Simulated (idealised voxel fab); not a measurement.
Presented below is a process module, voxel self aligned vias.
Displayed cross-section: cut, width of 265 nm, square cells sized 5 nm.
Cross-section spec: square-cell grid; bands listed top down; each band is one or more rows.
It is stipulated that each band's entry specify, in nanometres, the height of the top of the band and then that of its bottom, followed by the materials of the band in left-to-right sequence, each together with its width in nanometres. A single material marked by the word "all across" is understood to fill the band from edge to edge; the word "air" is understood to denote empty space.
A quick word on heights: they are counted from 0, and under that level the wafer as it came to us is one material throughout. The lowest band is different from the rest in having no bottom; it simply continues downward, written as in "0 nm and below".
You'd read "30..40" like this: the band's top row of cells is as wide as the first number, its bottom row is as wide as the second, and going down, every row changes width by the same amount as the row before did.
Basically "left unchanged" means that step didn't change any cell in the cross-section.
The list in "Closed cavity list" covers empty spaces of 8 cells or more that cannot reach the top through any open way, and it gives each as width x height at distance; the distance is from the left edge, and width, height and distance are in nm.
after a step's settings: what the simulator itself notes on the step
What "overlay nm" on a step's line means: if the step has a mask, that mask lay this far to the right of its planned place, or, when the value is negative, to the left.
### The process steps that were planned are listed below
1) RECEIVE with material Si
2) CONFORMAL_DEP with material SiO2, thk nm 15
3) CONFORMAL_DEP with material SiCN, thk nm 5
4) DIRECTIONAL_DEP with material lowk, thk nm 25
5) DIRECTIONAL_DEP with material aC, thk nm 15
6) PATTERN with tone open, mask id LINES, material resist, width nm 20, pitch nm 60, thk nm 35, overlay nm 0
7) DIRECTIONAL_ETCH with etch materials aC, depth nm 15
8) STRIP with etch materials resist
9) DIRECTIONAL_ETCH with etch materials lowk, depth nm 25
10) STRIP with etch materials aC
11) CONFORMAL_DEP with material TiN, thk nm 5
12) FILL_DEP with material W, thk nm 5
13) CMP with height nm 45
14) SELECTIVE_ETCH with etch materials W Ru TiN, depth nm 10
15) FILL_DEP with material SiN, thk nm 10
16) CMP with height nm 45
17) DIRECTIONAL_DEP with material lowk, thk nm 15
18) DIRECTIONAL_DEP with material aC, thk nm 15
19) PATTERN with tone open, mask id VIAS, material resist, width nm 30, pitch nm 60, thk nm 35, overlay nm 0
20) DIRECTIONAL_ETCH with etch materials aC, depth nm 15
21) STRIP with etch materials resist
22) DIRECTIONAL_ETCH with etch materials lowk, depth nm 15
23) DIRECTIONAL_ETCH with etch materials SiN, depth nm 10
24) STRIP with etch materials aC
25) CONFORMAL_DEP with material TiN, thk nm 5
26) FILL_DEP with material W, thk nm 10
27) CMP with height nm 60
28) CONFORMAL_DEP with material SiN, thk nm 5
### Cross-section of the incoming wafer, state after step 1
    0 nm and below | Si all across
    Closed cavity list: none
### first wafer at the end, as planned
    65 nm to 60 nm | SiN all across
    60 nm to 50 nm | lowk: 55  TiN: 5  W: 20  TiN: 5  lowk: 30  TiN: 5  W: 20  TiN: 5  lowk: 30  TiN: 5  W: 20  TiN: 5  lowk: 60
    50 nm to 40 nm | lowk: 55..60  TiN: 10..5  W: 10  TiN: 10..5  lowk: 30..40  TiN: 10..5  W: 10  TiN: 10..5  lowk: 30..40  TiN: 10..5  W: 10  TiN: 10..5  lowk: 60..65
    40 nm to 35 nm | lowk: 60  TiN: 20  lowk: 40  TiN: 20  lowk: 40  TiN: 20  lowk: 65
    35 nm to 25 nm | lowk: 60  TiN: 5  W: 10  TiN: 5  lowk: 40  TiN: 5  W: 10  TiN: 5  lowk: 40  TiN: 5  W: 10  TiN: 5  lowk: 65
    25 nm to 20 nm | lowk: 60  TiN: 20  lowk: 40  TiN: 20  lowk: 40  TiN: 20  lowk: 65
    20 nm to 15 nm | SiCN all across
    15 nm to 0 nm | SiO2 all across
    0 nm and below | Si all across
    Closed cavity list: none
### Presented here is a cross-section of the second of the two wafers as it stood at the end of the module. It was started in the same manner and assigned the same plan as the first wafer; however, one mistake was made in its execution
    65 nm to 60 nm | SiN all across
    60 nm to 50 nm | lowk: 55  TiN: 5  W: 20  TiN: 5  lowk: 30  TiN: 5  W: 20  TiN: 5  lowk: 30  TiN: 5  W: 20  TiN: 5  lowk: 60
    50 nm to 40 nm | lowk: 55..60  TiN: 10..5  W: 10  TiN: 10..5  lowk: 30..40  TiN: 10..5  W: 10  TiN: 10..5  lowk: 30..40  TiN: 10..5  W: 10  TiN: 10..5  lowk: 60..65
    40 nm to 35 nm | lowk: 60  TiN: 20  lowk: 40  TiN: 20  lowk: 40  TiN: 20  lowk: 65
    35 nm to 25 nm | lowk: 60  TiN: 5  W: 10  TiN: 5  lowk: 40  TiN: 5  W: 10  TiN: 5  lowk: 40  TiN: 5  W: 10  TiN: 5  lowk: 65
    25 nm to 20 nm | lowk: 60  TiN: 20  lowk: 40  TiN: 20  lowk: 40  TiN: 20  lowk: 65
    20 nm to 15 nm | TiN all across
    15 nm to 0 nm | SiO2 all across
    0 nm and below | Si all across
    Closed cavity list: none
what went wrong: it should be noted that step 3 was executed with settings other than those planned, the operation and settings actually applied being CONFORMAL_DEP with material TiN, thk nm 5
Bottom line after processing is that, in cells, the second wafer is up or down on some materials versus the first: SiCN: 53 fewer; TiN: 53 more
